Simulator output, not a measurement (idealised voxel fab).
Name of the process module below: voxel gate over fins
Section cut is 230 nm wide and gridded with 5 nm square cells.
The cross-sections in this document take the form of a grid made of square cells. They are written out as bands, in order from top to bottom. Each band consists of one or more rows of cells.
Top height, bottom height, nm. Materials left to right, width each, nm. Single material + "all across" = fills band edge to edge. "empty" = empty.
Heights are reckoned from 0. Under this level, the received wafer is all of one material. The bottommost band is open-ended downward, for example "z 0 and below".
The expression "30->40" gives the width at the extremes of the band, the first number at its top row of cells and the second at its bottom row, with the width changing by equal amounts from each row to the next in between.
It should be understood that the words "everything unchanged", when stated for a given step, signify that the cross-section underwent no change in any of its cells during that step.
"Enclosed void catalog": sealed empty spaces, 8 cells or more, no open way to top, listed width x height at distance, with distance from the left edge and width, height and distance in nm.
Post-settings text on a step line: simulator's own remark regarding the step.
The line of a step may include "overlay nm". On a step with a mask, this value is how far to the right of its planned place the mask lay. A negative value means the mask lay to the left.

Process steps (planned)
- 1: RECEIVE,material Si
- 2: CONFORMAL_DEP,material SiN,thk nm 5
- 3: DIRECTIONAL_DEP,material aC,thk nm 10
- 4: PATTERN,tone cover,mask id FINS,material resist,width nm 15,pitch nm 45,thk nm 25,overlay nm 0
- 5: DIRECTIONAL_ETCH,etch materials aC,depth nm 10
- 6: STRIP,etch materials resist
- 7: DIRECTIONAL_ETCH,etch materials SiN,depth nm 5
- 8: DIRECTIONAL_ETCH,etch materials Si,depth nm 35
- 9: STRIP,etch materials aC
- 10: OXIDIZE,depth nm 5
- 11: FILL_DEP,material SiO2,thk nm 15
- 12: CMP,height nm 5
- 13: SELECTIVE_ETCH,etch materials SiO2,depth nm 20
- 14: STRIP,etch materials SiN
- 15: CONFORMAL_DEP,material HfO2,thk nm 5
- 16: CONFORMAL_DEP,material TiN,thk nm 5
- 17: FILL_DEP,material W,thk nm 15
- 18: CMP,height nm 20
- 19: CONFORMAL_DEP,material SiN,thk nm 5

Cross-section: wafer on arrival = after step 1
    z 0 and below  Si all across
    Enclosed void catalog: none

Cross-section, end of module. Start: as above. Plan: as above. Execution: one mistake
    z 25 to 20  SiN all across
    z 20 to 10  W all across
    z 10 to 5  W=60  TiN=25  W=20  TiN=25  W=20  TiN=25  W=55
    z 5 to 0  W=60  TiN=5  HfO2=15  TiN=5  W=20  TiN=5  HfO2=15  TiN=5  W=20  TiN=5  HfO2=15  TiN=5  W=55
    z 0 to -5  W=60  TiN=5  HfO2=5  Si=5  HfO2=5  TiN=5  W=20  TiN=5  HfO2=5  Si=5  HfO2=5  TiN=5  W=20  TiN=5  HfO2=5  Si=5  HfO2=5  TiN=5  W=55
    z -5 to -10  TiN=65  HfO2=5  Si=5  HfO2=5  TiN=30  HfO2=5  Si=5  HfO2=5  TiN=30  HfO2=5  Si=5  HfO2=5  TiN=60
    z -10 to -15  HfO2=70  Si=5  HfO2=40  Si=5  HfO2=40  Si=5  HfO2=65
    z -15 to -40  SiO2=70  Si=5  SiO2=40  Si=5  SiO2=40  Si=5  SiO2=65
    z -40 and below  Si all across
    Enclosed void catalog: none
Nonconformance to the process plan: step 4 did not happen as planned, as run it was PATTERN,tone cover,mask id FINS,material resist,width nm 15,pitch nm 45,thk nm 25,overlay nm 5
